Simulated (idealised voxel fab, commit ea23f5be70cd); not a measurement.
Herein follows the process module entitled voxel gate over fins.
The width of the displayed cross-section, cut, is 175 nm; its cells are square, with a size of 5 nm.
The cross-sections in this document take the form of a grid made of square cells. They are written out as bands, in order from top to bottom. Each band consists of one or more rows of cells. Within each band entry, the heights of the top and of the bottom of the band appear first, in that order and in nm; the materials of the band then follow from left to right, each with its corresponding width in nm. The designation "edge to edge" on a single material indicates that it fills the band from edge to edge; the designation "blank" indicates empty space. All heights in this document are referenced to 0, defined as the level beneath which the wafer, as received, consists entirely of one material. The lowest band is not bounded below; it extends indefinitely downward and is written in the form "z 0 and below". Note: "30..40" means the width goes from the first number (top row of the band) to the second number (bottom row) in equal steps per row of cells. You'll sometimes find "everything unchanged" written for a step, and that's the way of saying that nowhere in the cross-section did a cell change during that step. "Tabulated closed voids" contains a list of empty spaces, each no smaller than 8 cells and without an open way to the top, written in the form width x height at distance with the distance from the left edge and all three in nm. Anything after a step's settings on that line? It's the simulator's own note about the step. For masked steps, "overlay nm" on the step line gives how far right of plan the mask actually lay; a minus sign means it lay to the left.
**The following list gives the planned process steps**
1 RECEIVE (material Si)
2 CONFORMAL_DEP (material SiN; thk nm 10)
3 PATTERN (tone cover; mask id FINS; material resist; width nm 15; pitch nm 35; thk nm 15; overlay nm 0)
4 DIRECTIONAL_ETCH (etch materials SiN; depth nm 10)
5 DIRECTIONAL_ETCH (etch materials Si; depth nm 30)
6 STRIP (etch materials resist)
7 OXIDIZE (depth nm 5)
8 FILL_DEP (material SiO2; thk nm 10)
9 CMP (height nm 10)
10 SELECTIVE_ETCH (etch materials SiO2; depth nm 20)
11 STRIP (etch materials SiN)
12 CONFORMAL_DEP (material HfO2; thk nm 5)
13 CONFORMAL_DEP (material TiN; thk nm 5)
14 CONFORMAL_DEP (material TiAl; thk nm 5)
15 CONFORMAL_DEP (material TiN; thk nm 5)
16 FILL_DEP (material W; thk nm 15)
17 CMP (height nm 30)
18 CONFORMAL_DEP (material SiN; thk nm 5)
**First wafer out of two, processed as planned**
**Step 1 complete: cross-section of the wafer as received**
z 0 and below  Si edge to edge
Tabulated closed voids: none
**Cross-section: wafer state after step 2**
z 10 to 0  SiN edge to edge
Everything under 0 stays put, no change at all.
**Cross-section: wafer state after step 3**
z 25 to 10  25 of blank | 15 of resist | 20 of blank | 15 of resist | 20 of blank | 15 of resist | 20 of blank | 15 of resist | 30 of blank
Everything under 10 stays put, no change at all.
**Cross-section: wafer state after step 4**
z 25 to 10  25 of blank | 15 of resist | 20 of blank | 15 of resist | 20 of blank | 15 of resist | 20 of blank | 15 of resist | 30 of blank
z 10 to 0  25 of blank | 15 of SiN | 20 of blank | 15 of SiN | 20 of blank | 15 of SiN | 20 of blank | 15 of SiN | 30 of blank
Everything under 0 stays put, no change at all.
**Cross-section: wafer state after step 5**
z 25 to 10  25 of blank | 15 of resist | 20 of blank | 15 of resist | 20 of blank | 15 of resist | 20 of blank | 15 of resist | 30 of blank
z 10 to 0  25 of blank | 15 of SiN | 20 of blank | 15 of SiN | 20 of blank | 15 of SiN | 20 of blank | 15 of SiN | 30 of blank
z 0 to -30  25 of blank | 15 of Si | 20 of blank | 15 of Si | 20 of blank | 15 of Si | 20 of blank | 15 of Si | 30 of blank
Everything under -30 stays put, no change at all.
**Cross-section: wafer state after step 6**
z 10 to 0  25 of blank | 15 of SiN | 20 of blank | 15 of SiN | 20 of blank | 15 of SiN | 20 of blank | 15 of SiN | 30 of blank
Everything under 0 stays put, no change at all.
**Cross-section: wafer state after step 7**
z 10 to 0  25 of blank | 15 of SiN | 20 of blank | 15 of SiN | 20 of blank | 15 of SiN | 20 of blank | 15 of SiN | 30 of blank
z 0 to -30  25 of blank | 5 of SiO2 | 5 of Si | 5 of SiO2 | 20 of blank | 5 of SiO2 | 5 of Si | 5 of SiO2 | 20 of blank | 5 of SiO2 | 5 of Si | 5 of SiO2 | 20 of blank | 5 of SiO2 | 5 of Si | 5 of SiO2 | 30 of blank
z -30 to -35  30 of SiO2 | 5 of Si | 30 of SiO2 | 5 of Si | 30 of SiO2 | 5 of Si | 30 of SiO2 | 5 of Si | 35 of SiO2
Everything under -35 stays put, no change at all.
**Cross-section: wafer state after step 8**
z 20 to 10  SiO2 edge to edge
z 10 to 0  25 of SiO2 | 15 of SiN | 20 of SiO2 | 15 of SiN | 20 of SiO2 | 15 of SiN | 20 of SiO2 | 15 of SiN | 30 of SiO2
z 0 to -35  30 of SiO2 | 5 of Si | 30 of SiO2 | 5 of Si | 30 of SiO2 | 5 of Si | 30 of SiO2 | 5 of Si | 35 of SiO2
Everything under -35 stays put, no change at all.
**Cross-section: wafer state after step 9**
z 10 to 0  25 of SiO2 | 15 of SiN | 20 of SiO2 | 15 of SiN | 20 of SiO2 | 15 of SiN | 20 of SiO2 | 15 of SiN | 30 of SiO2
Everything under 0 stays put, no change at all.
**Cross-section: wafer state after step 10**
z 10 to 0  25 of blank | 15 of SiN | 20 of blank | 15 of SiN | 20 of blank | 15 of SiN | 20 of blank | 15 of SiN | 30 of blank
z 0 to -10  30 of blank | 5 of Si | 30 of blank | 5 of Si | 30 of blank | 5 of Si | 30 of blank | 5 of Si | 35 of blank
Everything under -10 stays put, no change at all.
**Cross-section: wafer state after step 11**
z 0 to -10  30 of blank | 5 of Si | 30 of blank | 5 of Si | 30 of blank | 5 of Si | 30 of blank | 5 of Si | 35 of blank
Everything under -10 stays put, no change at all.
**Cross-section: wafer state after step 12**
z 5 to 0  25 of blank | 15 of HfO2 | 20 of blank | 15 of HfO2 | 20 of blank | 15 of HfO2 | 20 of blank | 15 of HfO2 | 30 of blank
z 0 to -5  25 of blank | 5 of HfO2 | 5 of Si | 5 of HfO2 | 20 of blank | 5 of HfO2 | 5 of Si | 5 of HfO2 | 20 of blank | 5 of HfO2 | 5 of Si | 5 of HfO2 | 20 of blank | 5 of HfO2 | 5 of Si | 5 of HfO2 | 30 of blank
z -5 to -10  30 of HfO2 | 5 of Si | 30 of HfO2 | 5 of Si | 30 of HfO2 | 5 of Si | 30 of HfO2 | 5 of Si | 35 of HfO2
Everything under -10 stays put, no change at all.
**Cross-section: wafer state after step 13**
z 10 to 5  20 of blank | 25 of TiN | 10 of blank | 25 of TiN | 10 of blank | 25 of TiN | 10 of blank | 25 of TiN | 25 of blank
z 5 to 0  20 of blank | 5 of TiN | 15 of HfO2 | 5 of TiN | 10 of blank | 5 of TiN | 15 of HfO2 | 5 of TiN | 10 of blank | 5 of TiN | 15 of HfO2 | 5 of TiN | 10 of blank | 5 of TiN | 15 of HfO2 | 5 of TiN | 25 of blank
z 0 to -5  25 of TiN | 5 of HfO2 | 5 of Si | 5 of HfO2 | 20 of TiN | 5 of HfO2 | 5 of Si | 5 of HfO2 | 20 of TiN | 5 of HfO2 | 5 of Si | 5 of HfO2 | 20 of TiN | 5 of HfO2 | 5 of Si | 5 of HfO2 | 30 of TiN
Everything under -5 stays put, no change at all.
**Cross-section: wafer state after step 14**
z 15 to 10  15 of blank | 140 of TiAl | 20 of blank
z 10 to 5  15 of blank | 5 of TiAl | 25 of TiN | 10 of TiAl | 25 of TiN | 10 of TiAl | 25 of TiN | 10 of TiAl | 25 of TiN | 5 of TiAl | 20 of blank
z 5 to 0  20 of TiAl | 5 of TiN | 15 of HfO2 | 5 of TiN | 10 of TiAl | 5 of TiN | 15 of HfO2 | 5 of TiN | 10 of TiAl | 5 of TiN | 15 of HfO2 | 5 of TiN | 10 of TiAl | 5 of TiN | 15 of HfO2 | 5 of TiN | 25 of TiAl
Everything under 0 stays put, no change at all.
**Cross-section: wafer state after step 15**
z 20 to 15  10 of blank | 150 of TiN | 15 of blank
z 15 to 10  10 of blank | 5 of TiN | 140 of TiAl | 5 of TiN | 15 of blank
z 10 to 5  15 of TiN | 5 of TiAl | 25 of TiN | 10 of TiAl | 25 of TiN | 10 of TiAl | 25 of TiN | 10 of TiAl | 25 of TiN | 5 of TiAl | 20 of TiN
Everything under 5 stays put, no change at all.
**Cross-section: wafer state after step 16**
z 35 to 20  W edge to edge
z 20 to 15  10 of W | 150 of TiN | 15 of W
z 15 to 10  10 of W | 5 of TiN | 140 of TiAl | 5 of TiN | 15 of W
Everything under 10 stays put, no change at all.
**Cross-section: wafer state after step 17**
z 30 to 20  W edge to edge
Everything under 20 stays put, no change at all.
**Cross-section: wafer state after step 18**
z 35 to 30  SiN edge to edge
Everything under 30 stays put, no change at all.
**What follows concerns the second wafer, which started out like the first and was meant to follow the very same plan; one mistake crept in when it was run, but everything up to and including step 4 is the same as for the first wafer**
**Second wafer: cross-section at the scheduled end of step 5**
z 25 to 10  25 of blank | 15 of resist | 20 of blank | 15 of resist | 20 of blank | 15 of resist | 20 of blank | 15 of resist | 30 of blank
z 10 to 0  25 of blank | 15 of SiN | 20 of blank | 15 of SiN | 20 of blank | 15 of SiN | 20 of blank | 15 of SiN | 30 of blank
z 0 to -60  25 of blank | 15 of Si | 20 of blank | 15 of Si | 20 of blank | 15 of Si | 20 of blank | 15 of Si | 30 of blank
Everything under -60 stays put, no change at all.
**Second wafer: cross-section at the scheduled end of step 6**
z 10 to 0  25 of blank | 15 of SiN | 20 of blank | 15 of SiN | 20 of blank | 15 of SiN | 20 of blank | 15 of SiN | 30 of blank
Everything under 0 stays put, no change at all.
**Second wafer: cross-section at the scheduled end of step 7**
z 10 to 0  25 of blank | 15 of SiN | 20 of blank | 15 of SiN | 20 of blank | 15 of SiN | 20 of blank | 15 of SiN | 30 of blank
z 0 to -60  25 of blank | 5 of SiO2 | 5 of Si | 5 of SiO2 | 20 of blank | 5 of SiO2 | 5 of Si | 5 of SiO2 | 20 of blank | 5 of SiO2 | 5 of Si | 5 of SiO2 | 20 of blank | 5 of SiO2 | 5 of Si | 5 of SiO2 | 30 of blank
z -60 to -65  30 of SiO2 | 5 of Si | 30 of SiO2 | 5 of Si | 30 of SiO2 | 5 of Si | 30 of SiO2 | 5 of Si | 35 of SiO2
Everything under -65 stays put, no change at all.
**Second wafer: cross-section at the scheduled end of step 8**
z 20 to 10  SiO2 edge to edge
z 10 to 0  25 of SiO2 | 15 of SiN | 20 of SiO2 | 15 of SiN | 20 of SiO2 | 15 of SiN | 20 of SiO2 | 15 of SiN | 30 of SiO2
z 0 to -65  30 of SiO2 | 5 of Si | 30 of SiO2 | 5 of Si | 30 of SiO2 | 5 of Si | 30 of SiO2 | 5 of Si | 35 of SiO2
Everything under -65 stays put, no change at all.
**Second wafer: cross-section at the scheduled end of step 9**
z 10 to 0  25 of SiO2 | 15 of SiN | 20 of SiO2 | 15 of SiN | 20 of SiO2 | 15 of SiN | 20 of SiO2 | 15 of SiN | 30 of SiO2
Everything under 0 stays put, no change at all.
**Second wafer: cross-section at the scheduled end of step 10**
z 10 to 0  25 of blank | 15 of SiN | 20 of blank | 15 of SiN | 20 of blank | 15 of SiN | 20 of blank | 15 of SiN | 30 of blank
z 0 to -10  30 of blank | 5 of Si | 30 of blank | 5 of Si | 30 of blank | 5 of Si | 30 of blank | 5 of Si | 35 of blank
Everything under -10 stays put, no change at all.
**Second wafer: cross-section at the scheduled end of step 11**
z 0 to -10  30 of blank | 5 of Si | 30 of blank | 5 of Si | 30 of blank | 5 of Si | 30 of blank | 5 of Si | 35 of blank
Everything under -10 stays put, no change at all.
**Second wafer: cross-section at the scheduled end of step 12**
z 5 to 0  25 of blank | 15 of HfO2 | 20 of blank | 15 of HfO2 | 20 of blank | 15 of HfO2 | 20 of blank | 15 of HfO2 | 30 of blank
z 0 to -5  25 of blank | 5 of HfO2 | 5 of Si | 5 of HfO2 | 20 of blank | 5 of HfO2 | 5 of Si | 5 of HfO2 | 20 of blank | 5 of HfO2 | 5 of Si | 5 of HfO2 | 20 of blank | 5 of HfO2 | 5 of Si | 5 of HfO2 | 30 of blank
z -5 to -10  30 of HfO2 | 5 of Si | 30 of HfO2 | 5 of Si | 30 of HfO2 | 5 of Si | 30 of HfO2 | 5 of Si | 35 of HfO2
Everything under -10 stays put, no change at all.
**Second wafer: cross-section at the scheduled end of step 13**
z 10 to 5  20 of blank | 25 of TiN | 10 of blank | 25 of TiN | 10 of blank | 25 of TiN | 10 of blank | 25 of TiN | 25 of blank
z 5 to 0  20 of blank | 5 of TiN | 15 of HfO2 | 5 of TiN | 10 of blank | 5 of TiN | 15 of HfO2 | 5 of TiN | 10 of blank | 5 of TiN | 15 of HfO2 | 5 of TiN | 10 of blank | 5 of TiN | 15 of HfO2 | 5 of TiN | 25 of blank
z 0 to -5  25 of TiN | 5 of HfO2 | 5 of Si | 5 of HfO2 | 20 of TiN | 5 of HfO2 | 5 of Si | 5 of HfO2 | 20 of TiN | 5 of HfO2 | 5 of Si | 5 of HfO2 | 20 of TiN | 5 of HfO2 | 5 of Si | 5 of HfO2 | 30 of TiN
Everything under -5 stays put, no change at all.
**Second wafer: cross-section at the scheduled end of step 14**
z 15 to 10  15 of blank | 140 of TiAl | 20 of blank
z 10 to 5  15 of blank | 5 of TiAl | 25 of TiN | 10 of TiAl | 25 of TiN | 10 of TiAl | 25 of TiN | 10 of TiAl | 25 of TiN | 5 of TiAl | 20 of blank
z 5 to 0  20 of TiAl | 5 of TiN | 15 of HfO2 | 5 of TiN | 10 of TiAl | 5 of TiN | 15 of HfO2 | 5 of TiN | 10 of TiAl | 5 of TiN | 15 of HfO2 | 5 of TiN | 10 of TiAl | 5 of TiN | 15 of HfO2 | 5 of TiN | 25 of TiAl
Everything under 0 stays put, no change at all.
**Second wafer: cross-section at the scheduled end of step 15**
z 20 to 15  10 of blank | 150 of TiN | 15 of blank
z 15 to 10  10 of blank | 5 of TiN | 140 of TiAl | 5 of TiN | 15 of blank
z 10 to 5  15 of TiN | 5 of TiAl | 25 of TiN | 10 of TiAl | 25 of TiN | 10 of TiAl | 25 of TiN | 10 of TiAl | 25 of TiN | 5 of TiAl | 20 of TiN
Everything under 5 stays put, no change at all.
**Second wafer: cross-section at the scheduled end of step 16**
z 35 to 20  W edge to edge
z 20 to 15  10 of W | 150 of TiN | 15 of W
z 15 to 10  10 of W | 5 of TiN | 140 of TiAl | 5 of TiN | 15 of W
Everything under 10 stays put, no change at all.
**Second wafer: cross-section at the scheduled end of step 17**
z 30 to 20  W edge to edge
Everything under 20 stays put, no change at all.
**Second wafer: cross-section at the scheduled end of step 18**
z 35 to 30  SiN edge to edge
Everything under 30 stays put, no change at all.
Heads up, the wafer didn't run the way we planned it: yeah, plan step 5 got run twice
Materials where the second wafer ends with more or fewer cells than the first: Si -186, SiO2 +186
